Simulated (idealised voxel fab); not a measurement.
process module | voxel transistor to metal
cross-section cut | 295 nm wide | cells 5 nm
A cross-section is a grid of square cells, given in bands from the top down. A band is one or more rows of cells.
Each band's line starts with the height of the band's top and of its bottom, in nm. Then come its materials from left to right, each with its width in nm. One material with "throughout" fills the band from edge to edge. "air" is empty space.
Height 0 is the level under which the wafer as received is all one material. The lowest band goes on downwards, as in "0 down".
A width such as "30 to 40" changes by the same amount from each row of cells to the next, from the band's top row to its bottom row.
"no change" after a step means that no cell of the cross-section changed.
closed voids: empty space of 8 cells or more with no open way to the top, each as width x height at its distance from the left edge, in nm
after a step's settings: what the simulator itself notes on the step
overlay nm, on a step with a mask: how far to the right of its planned place the mask lay; to the left if negative
plan
1 op RECEIVE | material Si
2 op OXIDIZE | depth nm 5
3 op CONFORMAL_DEP | material SiN | thk nm 15
4 op DIRECTIONAL_DEP | material aC | thk nm 10
5 op PATTERN | tone cover | mask id ACTIVE | material resist | width nm 95 | pitch nm 125 | thk nm 30 | overlay nm 0
6 op DIRECTIONAL_ETCH | etch materials aC | depth nm 10
7 op STRIP | etch materials resist
8 op DIRECTIONAL_ETCH | etch materials SiN | depth nm 15
9 op DIRECTIONAL_ETCH | etch materials SiO2 | depth nm 5
10 op DIRECTIONAL_ETCH | etch materials Si | depth nm 35
11 op STRIP | etch materials aC
12 op OXIDIZE | depth nm 5
13 op FILL_DEP | material SiO2 | thk nm 15
14 op CMP | height nm 15
15 op SELECTIVE_ETCH | etch materials SiO2 | depth nm 5
16 op STRIP | etch materials SiN
17 op SELECTIVE_ETCH | etch materials SiO2 | depth nm 5
18 op OXIDIZE | depth nm 5
19 op DIRECTIONAL_DEP | material polySi | thk nm 30
20 op DIRECTIONAL_DEP | material SiCN | thk nm 15
21 op MASKED_ETCH | tone cover | mask id GATE | width nm 25 | pitch nm 125 | etch materials SiCN | depth nm 25 | overlay nm 0
22 op MASKED_ETCH | tone cover | mask id GATE | width nm 25 | pitch nm 125 | etch materials polySi | depth nm 40 | overlay nm 0
23 op CONFORMAL_DEP | material SiN | thk nm 5
24 op DIRECTIONAL_ETCH | etch materials SiN | depth nm 5
25 op DIRECTIONAL_ETCH | etch materials SiO2 | depth nm 5
26 op EPI | material nSi | thk nm 5
27 op FILL_DEP | material SiO2 | thk nm 5
28 op CMP | height nm 40
29 op DIRECTIONAL_DEP | material SiO2 | thk nm 10
30 op DIRECTIONAL_DEP | material aC | thk nm 10
31 op PATTERN | tone open | mask id CONTACT | material resist | width nm 25 | thk nm 30 | overlay nm 0
32 op DIRECTIONAL_ETCH | etch materials aC | depth nm 10
33 op STRIP | etch materials resist
34 op DIRECTIONAL_ETCH | etch materials SiO2 | depth nm 55
35 op STRIP | etch materials aC
36 op CONFORMAL_DEP | material TiN | thk nm 5
37 op FILL_DEP | material Ru | thk nm 10
38 op CMP | height nm 50
39 op DIRECTIONAL_DEP | material TiN | thk nm 5
40 op DIRECTIONAL_DEP | material W | thk nm 15
41 op DIRECTIONAL_DEP | material aC | thk nm 15
42 op PATTERN | tone cover | mask id METAL_1 | material resist | width nm 15 | thk nm 35 | overlay nm 0
43 op DIRECTIONAL_ETCH | etch materials aC | depth nm 15
44 op STRIP | etch materials resist
45 op DIRECTIONAL_ETCH | etch materials W | depth nm 15
46 op DIRECTIONAL_ETCH | etch materials TiN | depth nm 5
47 op STRIP | etch materials aC
48 op FILL_DEP | material SiO2 | thk nm 5
49 op CMP | height nm 70
50 op CONFORMAL_DEP | material SiN | thk nm 5
first wafer, as planned
as received, after step 1
  0 down: Si throughout
  closed voids: none
after step 2
  0 to -5: SiO2 throughout
  below -5: unchanged
after step 3
  15 to 0: SiN throughout
  below 0: unchanged
after step 4
  25 to 15: aC throughout
  below 15: unchanged
after step 5
  55 to 25: air 35 | resist 95 | air 30 | resist 95 | air 40
  below 25: unchanged
after step 6
  45 to 25: air 35 | resist 95 | air 30 | resist 95 | air 40
  25 to 15: air 35 | aC 95 | air 30 | aC 95 | air 40
  below 15: unchanged
after step 7
  25 to 15: air 35 | aC 95 | air 30 | aC 95 | air 40
  below 15: unchanged
after step 8
  25 to 15: air 35 | aC 95 | air 30 | aC 95 | air 40
  15 to 0: air 35 | SiN 95 | air 30 | SiN 95 | air 40
  below 0: unchanged
after step 9
  25 to 15: air 35 | aC 95 | air 30 | aC 95 | air 40
  15 to 0: air 35 | SiN 95 | air 30 | SiN 95 | air 40
  0 to -5: air 35 | SiO2 95 | air 30 | SiO2 95 | air 40
  below -5: unchanged
after step 10
  25 to 15: air 35 | aC 95 | air 30 | aC 95 | air 40
  15 to 0: air 35 | SiN 95 | air 30 | SiN 95 | air 40
  0 to -5: air 35 | SiO2 95 | air 30 | SiO2 95 | air 40
  -5 to -40: air 35 | Si 95 | air 30 | Si 95 | air 40
  below -40: unchanged
after step 11
  15 to 0: air 35 | SiN 95 | air 30 | SiN 95 | air 40
  below 0: unchanged
after step 12
  15 to 0: air 35 | SiN 95 | air 30 | SiN 95 | air 40
  0 to -5: air 35 | SiO2 95 | air 30 | SiO2 95 | air 40
  -5 to -40: air 35 | SiO2 5 | Si 85 | SiO2 5 | air 30 | SiO2 5 | Si 85 | SiO2 5 | air 40
  -40 to -45: SiO2 40 | Si 85 | SiO2 40 | Si 85 | SiO2 45
  below -45: unchanged
after step 13
  30 to 15: SiO2 throughout
  15 to 0: SiO2 35 | SiN 95 | SiO2 30 | SiN 95 | SiO2 40
  0 to -5: SiO2 throughout
  -5 to -45: SiO2 40 | Si 85 | SiO2 40 | Si 85 | SiO2 45
  below -45: unchanged
after step 14
  15 to 0: SiO2 35 | SiN 95 | SiO2 30 | SiN 95 | SiO2 40
  below 0: unchanged
after step 15
  15 to 10: air 35 | SiN 95 | air 30 | SiN 95 | air 40
  below 10: unchanged
after step 16
  10 to 0: SiO2 35 | air 95 | SiO2 30 | air 95 | SiO2 40
  below 0: unchanged
after step 17
  5 to -5: SiO2 30 | air 105 | SiO2 20 | air 105 | SiO2 35
  below -5: unchanged
after step 18
  5 to -5: SiO2 30 | air 105 | SiO2 20 | air 105 | SiO2 35
  -5 to -10: SiO2 throughout
  below -10: unchanged
after step 19
  35 to 25: polySi 30 | air 105 | polySi 20 | air 105 | polySi 35
  25 to 5: polySi throughout
  5 to -5: SiO2 30 | polySi 105 | SiO2 20 | polySi 105 | SiO2 35
  below -5: unchanged
after step 20
  50 to 40: SiCN 30 | air 105 | SiCN 20 | air 105 | SiCN 35
  40 to 35: SiCN throughout
  35 to 25: polySi 30 | SiCN 105 | polySi 20 | SiCN 105 | polySi 35
  below 25: unchanged
after step 21
  40 to 35: air 70 | SiCN 25 | air 100 | SiCN 25 | air 75
  35 to 25: polySi 30 | air 40 | SiCN 25 | air 40 | polySi 20 | air 40 | SiCN 25 | air 40 | polySi 35
  below 25: unchanged
after step 22
  40 to 25: air 70 | SiCN 25 | air 100 | SiCN 25 | air 75
  25 to 5: air 70 | polySi 25 | air 100 | polySi 25 | air 75
  5 to -5: SiO2 30 | air 40 | polySi 25 | air 40 | SiO2 20 | air 40 | polySi 25 | air 40 | SiO2 35
  below -5: unchanged
after step 23
  45 to 40: air 65 | SiN 35 | air 90 | SiN 35 | air 70
  40 to 25: air 65 | SiN 5 | SiCN 25 | SiN 5 | air 90 | SiN 5 | SiCN 25 | SiN 5 | air 70
  25 to 10: air 65 | SiN 5 | polySi 25 | SiN 5 | air 90 | SiN 5 | polySi 25 | SiN 5 | air 70
  10 to 5: SiN 35 | air 30 | SiN 5 | polySi 25 | SiN 5 | air 30 | SiN 30 | air 30 | SiN 5 | polySi 25 | SiN 5 | air 30 | SiN 40
  5 to 0: SiO2 30 | SiN 5 | air 30 | SiN 5 | polySi 25 | SiN 5 | air 30 | SiN 5 | SiO2 20 | SiN 5 | air 30 | SiN 5 | polySi 25 | SiN 5 | air 30 | SiN 5 | SiO2 35
  0 to -5: SiO2 30 | SiN 40 | polySi 25 | SiN 40 | SiO2 20 | SiN 40 | polySi 25 | SiN 40 | SiO2 35
  below -5: unchanged
after step 24
  40 to 25: air 65 | SiN 5 | SiCN 25 | SiN 5 | air 90 | SiN 5 | SiCN 25 | SiN 5 | air 70
  25 to 5: air 65 | SiN 5 | polySi 25 | SiN 5 | air 90 | SiN 5 | polySi 25 | SiN 5 | air 70
  5 to -5: SiO2 30 | SiN 5 | air 30 | SiN 5 | polySi 25 | SiN 5 | air 30 | SiN 5 | SiO2 20 | SiN 5 | air 30 | SiN 5 | polySi 25 | SiN 5 | air 30 | SiN 5 | SiO2 35
  below -5: unchanged
after step 25
  40 to 25: air 65 | SiN 5 | SiCN 25 | SiN 5 | air 90 | SiN 5 | SiCN 25 | SiN 5 | air 70
  25 to 5: air 65 | SiN 5 | polySi 25 | SiN 5 | air 90 | SiN 5 | polySi 25 | SiN 5 | air 70
  5 to 0: air 30 | SiN 5 | air 30 | SiN 5 | polySi 25 | SiN 5 | air 30 | SiN 5 | air 20 | SiN 5 | air 30 | SiN 5 | polySi 25 | SiN 5 | air 30 | SiN 5 | air 35
  0 to -5: SiO2 30 | SiN 5 | air 30 | SiN 5 | polySi 25 | SiN 5 | air 30 | SiN 5 | SiO2 20 | SiN 5 | air 30 | SiN 5 | polySi 25 | SiN 5 | air 30 | SiN 5 | SiO2 35
  -5 to -10: SiO2 35 | air 30 | SiO2 35 | air 30 | SiO2 30 | air 30 | SiO2 35 | air 30 | SiO2 40
  below -10: unchanged
after step 26
  40 to 25: air 65 | SiN 5 | SiCN 25 | SiN 5 | air 90 | SiN 5 | SiCN 25 | SiN 5 | air 70
  25 to 5: air 65 | SiN 5 | polySi 25 | SiN 5 | air 90 | SiN 5 | polySi 25 | SiN 5 | air 70
  5 to 0: air 30 | SiN 5 | air 30 | SiN 5 | polySi 25 | SiN 5 | air 30 | SiN 5 | air 20 | SiN 5 | air 30 | SiN 5 | polySi 25 | SiN 5 | air 30 | SiN 5 | air 35
  0 to -5: SiO2 30 | SiN 5 | air 30 | SiN 5 | polySi 25 | SiN 5 | air 30 | SiN 5 | SiO2 20 | SiN 5 | air 30 | SiN 5 | polySi 25 | SiN 5 | air 30 | SiN 5 | SiO2 35
  -5 to -10: SiO2 35 | nSi 30 | SiO2 35 | nSi 30 | SiO2 30 | nSi 30 | SiO2 35 | nSi 30 | SiO2 40
  below -10: unchanged
after step 27
  45 to 40: SiO2 throughout
  40 to 25: SiO2 65 | SiN 5 | SiCN 25 | SiN 5 | SiO2 90 | SiN 5 | SiCN 25 | SiN 5 | SiO2 70
  25 to 5: SiO2 65 | SiN 5 | polySi 25 | SiN 5 | SiO2 90 | SiN 5 | polySi 25 | SiN 5 | SiO2 70
  5 to -5: SiO2 30 | SiN 5 | SiO2 30 | SiN 5 | polySi 25 | SiN 5 | SiO2 30 | SiN 5 | SiO2 20 | SiN 5 | SiO2 30 | SiN 5 | polySi 25 | SiN 5 | SiO2 30 | SiN 5 | SiO2 35
  below -5: unchanged
after step 28
  40 to 25: SiO2 65 | SiN 5 | SiCN 25 | SiN 5 | SiO2 90 | SiN 5 | SiCN 25 | SiN 5 | SiO2 70
  below 25: unchanged
after step 29
  50 to 40: SiO2 throughout
  below 40: unchanged
after step 30
  60 to 50: aC throughout
  below 50: unchanged
after step 31
  90 to 60: resist 40 | air 25 | resist 35 | air 25 | resist 40 | air 25 | resist 35 | air 25 | resist 45
  below 60: unchanged
after step 32
  80 to 60: resist 40 | air 25 | resist 35 | air 25 | resist 40 | air 25 | resist 35 | air 25 | resist 45
  60 to 50: aC 40 | air 25 | aC 35 | air 25 | aC 40 | air 25 | aC 35 | air 25 | aC 45
  below 50: unchanged
after step 33
  60 to 50: aC 40 | air 25 | aC 35 | air 25 | aC 40 | air 25 | aC 35 | air 25 | aC 45
  below 50: unchanged
after step 34
  60 to 50: aC 40 | air 25 | aC 35 | air 25 | aC 40 | air 25 | aC 35 | air 25 | aC 45
  50 to 40: SiO2 40 | air 25 | SiO2 35 | air 25 | SiO2 40 | air 25 | SiO2 35 | air 25 | SiO2 45
  40 to 25: SiO2 40 | air 25 | SiN 5 | SiCN 25 | SiN 5 | air 25 | SiO2 40 | air 25 | SiN 5 | SiCN 25 | SiN 5 | air 25 | SiO2 45
  25 to 5: SiO2 40 | air 25 | SiN 5 | polySi 25 | SiN 5 | air 25 | SiO2 40 | air 25 | SiN 5 | polySi 25 | SiN 5 | air 25 | SiO2 45
  5 to -5: SiO2 30 | SiN 5 | SiO2 5 | air 25 | SiN 5 | polySi 25 | SiN 5 | air 25 | SiO2 5 | SiN 5 | SiO2 20 | SiN 5 | SiO2 5 | air 25 | SiN 5 | polySi 25 | SiN 5 | air 25 | SiO2 5 | SiN 5 | SiO2 35
  below -5: unchanged
after step 35
  50 to 40: SiO2 40 | air 25 | SiO2 35 | air 25 | SiO2 40 | air 25 | SiO2 35 | air 25 | SiO2 45
  below 40: unchanged
after step 36
  55 to 50: TiN 45 | air 15 | TiN 45 | air 15 | TiN 50 | air 15 | TiN 45 | air 15 | TiN 50
  50 to 40: SiO2 40 | TiN 5 | air 15 | TiN 5 | SiO2 35 | TiN 5 | air 15 | TiN 5 | SiO2 40 | TiN 5 | air 15 | TiN 5 | SiO2 35 | TiN 5 | air 15 | TiN 5 | SiO2 45
  40 to 25: SiO2 40 | TiN 5 | air 15 | TiN 5 | SiN 5 | SiCN 25 | SiN 5 | TiN 5 | air 15 | TiN 5 | SiO2 40 | TiN 5 | air 15 | TiN 5 | SiN 5 | SiCN 25 | SiN 5 | TiN 5 | air 15 | TiN 5 | SiO2 45
  25 to 5: SiO2 40 | TiN 5 | air 15 | TiN 5 | SiN 5 | polySi 25 | SiN 5 | TiN 5 | air 15 | TiN 5 | SiO2 40 | TiN 5 | air 15 | TiN 5 | SiN 5 | polySi 25 | SiN 5 | TiN 5 | air 15 | TiN 5 | SiO2 45
  5 to 0: SiO2 30 | SiN 5 | SiO2 5 | TiN 5 | air 15 | TiN 5 | SiN 5 | polySi 25 | SiN 5 | TiN 5 | air 15 | TiN 5 | SiO2 5 | SiN 5 | SiO2 20 | SiN 5 | SiO2 5 | TiN 5 | air 15 | TiN 5 | SiN 5 | polySi 25 | SiN 5 | TiN 5 | air 15 | TiN 5 | SiO2 5 | SiN 5 | SiO2 35
  0 to -5: SiO2 30 | SiN 5 | SiO2 5 | TiN 25 | SiN 5 | polySi 25 | SiN 5 | TiN 25 | SiO2 5 | SiN 5 | SiO2 20 | SiN 5 | SiO2 5 | TiN 25 | SiN 5 | polySi 25 | SiN 5 | TiN 25 | SiO2 5 | SiN 5 | SiO2 35
  below -5: unchanged
after step 37
  65 to 55: Ru throughout
  55 to 50: TiN 45 | Ru 15 | TiN 45 | Ru 15 | TiN 50 | Ru 15 | TiN 45 | Ru 15 | TiN 50
  50 to 40: SiO2 40 | TiN 5 | Ru 15 | TiN 5 | SiO2 35 | TiN 5 | Ru 15 | TiN 5 | SiO2 40 | TiN 5 | Ru 15 | TiN 5 | SiO2 35 | TiN 5 | Ru 15 | TiN 5 | SiO2 45
  40 to 25: SiO2 40 | TiN 5 | Ru 15 | TiN 5 | SiN 5 | SiCN 25 | SiN 5 | TiN 5 | Ru 15 | TiN 5 | SiO2 40 | TiN 5 | Ru 15 | TiN 5 | SiN 5 | SiCN 25 | SiN 5 | TiN 5 | Ru 15 | TiN 5 | SiO2 45
  25 to 5: SiO2 40 | TiN 5 | Ru 15 | TiN 5 | SiN 5 | polySi 25 | SiN 5 | TiN 5 | Ru 15 | TiN 5 | SiO2 40 | TiN 5 | Ru 15 | TiN 5 | SiN 5 | polySi 25 | SiN 5 | TiN 5 | Ru 15 | TiN 5 | SiO2 45
  5 to 0: SiO2 30 | SiN 5 | SiO2 5 | TiN 5 | Ru 15 | TiN 5 | SiN 5 | polySi 25 | SiN 5 | TiN 5 | Ru 15 | TiN 5 | SiO2 5 | SiN 5 | SiO2 20 | SiN 5 | SiO2 5 | TiN 5 | Ru 15 | TiN 5 | SiN 5 | polySi 25 | SiN 5 | TiN 5 | Ru 15 | TiN 5 | SiO2 5 | SiN 5 | SiO2 35
  below 0: unchanged
after step 38
  50 to 40: SiO2 40 | TiN 5 | Ru 15 | TiN 5 | SiO2 35 | TiN 5 | Ru 15 | TiN 5 | SiO2 40 | TiN 5 | Ru 15 | TiN 5 | SiO2 35 | TiN 5 | Ru 15 | TiN 5 | SiO2 45
  below 40: unchanged
after step 39
  55 to 50: TiN throughout
  below 50: unchanged
after step 40
  70 to 55: W throughout
  below 55: unchanged
after step 41
  85 to 70: aC throughout
  below 70: unchanged
after step 42
  120 to 85: air 40 | resist 15 | air 55 | resist 15 | air 40 | resist 15 | air 55 | resist 15 | air 45
  below 85: unchanged
after step 43
  105 to 85: air 40 | resist 15 | air 55 | resist 15 | air 40 | resist 15 | air 55 | resist 15 | air 45
  85 to 70: air 40 | aC 15 | air 55 | aC 15 | air 40 | aC 15 | air 55 | aC 15 | air 45
  below 70: unchanged
after step 44
  85 to 70: air 40 | aC 15 | air 55 | aC 15 | air 40 | aC 15 | air 55 | aC 15 | air 45
  below 70: unchanged
after step 45
  85 to 70: air 40 | aC 15 | air 55 | aC 15 | air 40 | aC 15 | air 55 | aC 15 | air 45
  70 to 55: air 40 | W 15 | air 55 | W 15 | air 40 | W 15 | air 55 | W 15 | air 45
  below 55: unchanged
after step 46
  85 to 70: air 40 | aC 15 | air 55 | aC 15 | air 40 | aC 15 | air 55 | aC 15 | air 45
  70 to 55: air 40 | W 15 | air 55 | W 15 | air 40 | W 15 | air 55 | W 15 | air 45
  55 to 50: air 40 | TiN 15 | air 55 | TiN 15 | air 40 | TiN 15 | air 55 | TiN 15 | air 45
  below 50: unchanged
after step 47
  70 to 55: air 40 | W 15 | air 55 | W 15 | air 40 | W 15 | air 55 | W 15 | air 45
  below 55: unchanged
after step 48
  75 to 70: SiO2 throughout
  70 to 55: SiO2 40 | W 15 | SiO2 55 | W 15 | SiO2 40 | W 15 | SiO2 55 | W 15 | SiO2 45
  55 to 50: SiO2 40 | TiN 15 | SiO2 55 | TiN 15 | SiO2 40 | TiN 15 | SiO2 55 | TiN 15 | SiO2 45
  below 50: unchanged
after step 49
  70 to 55: SiO2 40 | W 15 | SiO2 55 | W 15 | SiO2 40 | W 15 | SiO2 55 | W 15 | SiO2 45
  below 55: unchanged
after step 50
  75 to 70: SiN throughout
  below 70: unchanged
second wafer: like start, like plan, one mistake. Through step 19 it matches the first wafer
when step 20 should have ended
  65 to 55: SiCN 30 | air 105 | SiCN 20 | air 105 | SiCN 35
  55 to 35: SiCN throughout
  35 to 25: polySi 30 | SiCN 105 | polySi 20 | SiCN 105 | polySi 35
  below 25: unchanged
when step 21 should have ended
  55 to 40: air 70 | SiCN 25 | air 100 | SiCN 25 | air 75
  40 to 35: SiCN 30 | air 40 | SiCN 25 | air 40 | SiCN 20 | air 40 | SiCN 25 | air 40 | SiCN 35
  35 to 30: polySi 30 | air 40 | SiCN 25 | air 40 | polySi 20 | air 40 | SiCN 25 | air 40 | polySi 35
  below 30: unchanged
when step 22 should have ended: no change
when step 23 should have ended
  60 to 55: air 65 | SiN 35 | air 90 | SiN 35 | air 70
  55 to 45: air 65 | SiN 5 | SiCN 25 | SiN 5 | air 90 | SiN 5 | SiCN 25 | SiN 5 | air 70
  45 to 40: SiN 35 | air 30 | SiN 5 | SiCN 25 | SiN 5 | air 30 | SiN 30 | air 30 | SiN 5 | SiCN 25 | SiN 5 | air 30 | SiN 40
  40 to 35: SiCN 30 | SiN 5 | air 30 | SiN 5 | SiCN 25 | SiN 5 | air 30 | SiN 5 | SiCN 20 | SiN 5 | air 30 | SiN 5 | SiCN 25 | SiN 5 | air 30 | SiN 5 | SiCN 35
  35 to 30: polySi 30 | SiN 40 | SiCN 25 | SiN 40 | polySi 20 | SiN 40 | SiCN 25 | SiN 40 | polySi 35
  below 30: unchanged
when step 24 should have ended
  55 to 40: air 65 | SiN 5 | SiCN 25 | SiN 5 | air 90 | SiN 5 | SiCN 25 | SiN 5 | air 70
  40 to 35: SiCN 30 | SiN 5 | air 30 | SiN 5 | SiCN 25 | SiN 5 | air 30 | SiN 5 | SiCN 20 | SiN 5 | air 30 | SiN 5 | SiCN 25 | SiN 5 | air 30 | SiN 5 | SiCN 35
  35 to 30: polySi 30 | SiN 5 | air 30 | SiN 5 | SiCN 25 | SiN 5 | air 30 | SiN 5 | polySi 20 | SiN 5 | air 30 | SiN 5 | SiCN 25 | SiN 5 | air 30 | SiN 5 | polySi 35
  below 30: unchanged
when step 25 should have ended: no change
when step 26 should have ended: no change
when step 27 should have ended
  60 to 55: SiO2 throughout
  55 to 40: SiO2 65 | SiN 5 | SiCN 25 | SiN 5 | SiO2 90 | SiN 5 | SiCN 25 | SiN 5 | SiO2 70
  40 to 35: SiCN 30 | SiN 5 | SiO2 30 | SiN 5 | SiCN 25 | SiN 5 | SiO2 30 | SiN 5 | SiCN 20 | SiN 5 | SiO2 30 | SiN 5 | SiCN 25 | SiN 5 | SiO2 30 | SiN 5 | SiCN 35
  35 to 30: polySi 30 | SiN 5 | SiO2 30 | SiN 5 | SiCN 25 | SiN 5 | SiO2 30 | SiN 5 | polySi 20 | SiN 5 | SiO2 30 | SiN 5 | SiCN 25 | SiN 5 | SiO2 30 | SiN 5 | polySi 35
  below 30: unchanged
when step 28 should have ended
  40 to 35: SiCN 30 | SiN 5 | SiO2 30 | SiN 5 | SiCN 25 | SiN 5 | SiO2 30 | SiN 5 | SiCN 20 | SiN 5 | SiO2 30 | SiN 5 | SiCN 25 | SiN 5 | SiO2 30 | SiN 5 | SiCN 35
  below 35: unchanged
when step 29 should have ended
  50 to 40: SiO2 throughout
  below 40: unchanged
when step 30 should have ended
  60 to 50: aC throughout
  below 50: unchanged
when step 31 should have ended
  90 to 60: resist 40 | air 25 | resist 35 | air 25 | resist 40 | air 25 | resist 35 | air 25 | resist 45
  below 60: unchanged
when step 32 should have ended
  80 to 60: resist 40 | air 25 | resist 35 | air 25 | resist 40 | air 25 | resist 35 | air 25 | resist 45
  60 to 50: aC 40 | air 25 | aC 35 | air 25 | aC 40 | air 25 | aC 35 | air 25 | aC 45
  below 50: unchanged
when step 33 should have ended
  60 to 50: aC 40 | air 25 | aC 35 | air 25 | aC 40 | air 25 | aC 35 | air 25 | aC 45
  below 50: unchanged
when step 34 should have ended
  60 to 50: aC 40 | air 25 | aC 35 | air 25 | aC 40 | air 25 | aC 35 | air 25 | aC 45
  50 to 40: SiO2 40 | air 25 | SiO2 35 | air 25 | SiO2 40 | air 25 | SiO2 35 | air 25 | SiO2 45
  40 to 35: SiCN 30 | SiN 5 | SiO2 5 | air 25 | SiN 5 | SiCN 25 | SiN 5 | air 25 | SiO2 5 | SiN 5 | SiCN 20 | SiN 5 | SiO2 5 | air 25 | SiN 5 | SiCN 25 | SiN 5 | air 25 | SiO2 5 | SiN 5 | SiCN 35
  35 to 30: polySi 30 | SiN 5 | SiO2 5 | air 25 | SiN 5 | SiCN 25 | SiN 5 | air 25 | SiO2 5 | SiN 5 | polySi 20 | SiN 5 | SiO2 5 | air 25 | SiN 5 | SiCN 25 | SiN 5 | air 25 | SiO2 5 | SiN 5 | polySi 35
  below 30: unchanged
when step 35 should have ended
  50 to 40: SiO2 40 | air 25 | SiO2 35 | air 25 | SiO2 40 | air 25 | SiO2 35 | air 25 | SiO2 45
  below 40: unchanged
when step 36 should have ended
  55 to 50: TiN 45 | air 15 | TiN 45 | air 15 | TiN 50 | air 15 | TiN 45 | air 15 | TiN 50
  50 to 40: SiO2 40 | TiN 5 | air 15 | TiN 5 | SiO2 35 | TiN 5 | air 15 | TiN 5 | SiO2 40 | TiN 5 | air 15 | TiN 5 | SiO2 35 | TiN 5 | air 15 | TiN 5 | SiO2 45
  40 to 35: SiCN 30 | SiN 5 | SiO2 5 | TiN 5 | air 15 | TiN 5 | SiN 5 | SiCN 25 | SiN 5 | TiN 5 | air 15 | TiN 5 | SiO2 5 | SiN 5 | SiCN 20 | SiN 5 | SiO2 5 | TiN 5 | air 15 | TiN 5 | SiN 5 | SiCN 25 | SiN 5 | TiN 5 | air 15 | TiN 5 | SiO2 5 | SiN 5 | SiCN 35
  35 to 30: polySi 30 | SiN 5 | SiO2 5 | TiN 25 | SiN 5 | SiCN 25 | SiN 5 | TiN 25 | SiO2 5 | SiN 5 | polySi 20 | SiN 5 | SiO2 5 | TiN 25 | SiN 5 | SiCN 25 | SiN 5 | TiN 25 | SiO2 5 | SiN 5 | polySi 35
  below 30: unchanged
when step 37 should have ended
  65 to 55: Ru throughout
  55 to 50: TiN 45 | Ru 15 | TiN 45 | Ru 15 | TiN 50 | Ru 15 | TiN 45 | Ru 15 | TiN 50
  50 to 40: SiO2 40 | TiN 5 | Ru 15 | TiN 5 | SiO2 35 | TiN 5 | Ru 15 | TiN 5 | SiO2 40 | TiN 5 | Ru 15 | TiN 5 | SiO2 35 | TiN 5 | Ru 15 | TiN 5 | SiO2 45
  40 to 35: SiCN 30 | SiN 5 | SiO2 5 | TiN 5 | Ru 15 | TiN 5 | SiN 5 | SiCN 25 | SiN 5 | TiN 5 | Ru 15 | TiN 5 | SiO2 5 | SiN 5 | SiCN 20 | SiN 5 | SiO2 5 | TiN 5 | Ru 15 | TiN 5 | SiN 5 | SiCN 25 | SiN 5 | TiN 5 | Ru 15 | TiN 5 | SiO2 5 | SiN 5 | SiCN 35
  below 35: unchanged
when step 38 should have ended
  50 to 40: SiO2 40 | TiN 5 | Ru 15 | TiN 5 | SiO2 35 | TiN 5 | Ru 15 | TiN 5 | SiO2 40 | TiN 5 | Ru 15 | TiN 5 | SiO2 35 | TiN 5 | Ru 15 | TiN 5 | SiO2 45
  below 40: unchanged
when step 39 should have ended
  55 to 50: TiN throughout
  below 50: unchanged
when step 40 should have ended
  70 to 55: W throughout
  below 55: unchanged
when step 41 should have ended
  85 to 70: aC throughout
  below 70: unchanged
when step 42 should have ended
  120 to 85: air 40 | resist 15 | air 55 | resist 15 | air 40 | resist 15 | air 55 | resist 15 | air 45
  below 85: unchanged
when step 43 should have ended
  105 to 85: air 40 | resist 15 | air 55 | resist 15 | air 40 | resist 15 | air 55 | resist 15 | air 45
  85 to 70: air 40 | aC 15 | air 55 | aC 15 | air 40 | aC 15 | air 55 | aC 15 | air 45
  below 70: unchanged
when step 44 should have ended
  85 to 70: air 40 | aC 15 | air 55 | aC 15 | air 40 | aC 15 | air 55 | aC 15 | air 45
  below 70: unchanged
when step 45 should have ended
  85 to 70: air 40 | aC 15 | air 55 | aC 15 | air 40 | aC 15 | air 55 | aC 15 | air 45
  70 to 55: air 40 | W 15 | air 55 | W 15 | air 40 | W 15 | air 55 | W 15 | air 45
  below 55: unchanged
when step 46 should have ended
  85 to 70: air 40 | aC 15 | air 55 | aC 15 | air 40 | aC 15 | air 55 | aC 15 | air 45
  70 to 55: air 40 | W 15 | air 55 | W 15 | air 40 | W 15 | air 55 | W 15 | air 45
  55 to 50: air 40 | TiN 15 | air 55 | TiN 15 | air 40 | TiN 15 | air 55 | TiN 15 | air 45
  below 50: unchanged
when step 47 should have ended
  70 to 55: air 40 | W 15 | air 55 | W 15 | air 40 | W 15 | air 55 | W 15 | air 45
  below 55: unchanged
when step 48 should have ended
  75 to 70: SiO2 throughout
  70 to 55: SiO2 40 | W 15 | SiO2 55 | W 15 | SiO2 40 | W 15 | SiO2 55 | W 15 | SiO2 45
  55 to 50: SiO2 40 | TiN 15 | SiO2 55 | TiN 15 | SiO2 40 | TiN 15 | SiO2 55 | TiN 15 | SiO2 45
  below 50: unchanged
when step 49 should have ended
  70 to 55: SiO2 40 | W 15 | SiO2 55 | W 15 | SiO2 40 | W 15 | SiO2 55 | W 15 | SiO2 45
  below 55: unchanged
when step 50 should have ended
  75 to 70: SiN throughout
  below 70: unchanged
what went wrong: step 20 was run twice
at the end the second wafer has, in cells: 84 fewer of Ru | 49 more of SiCN | 28 fewer of SiN | 151 fewer of SiO2 | 56 fewer of TiN | 24 fewer of nSi | 294 more of polySi
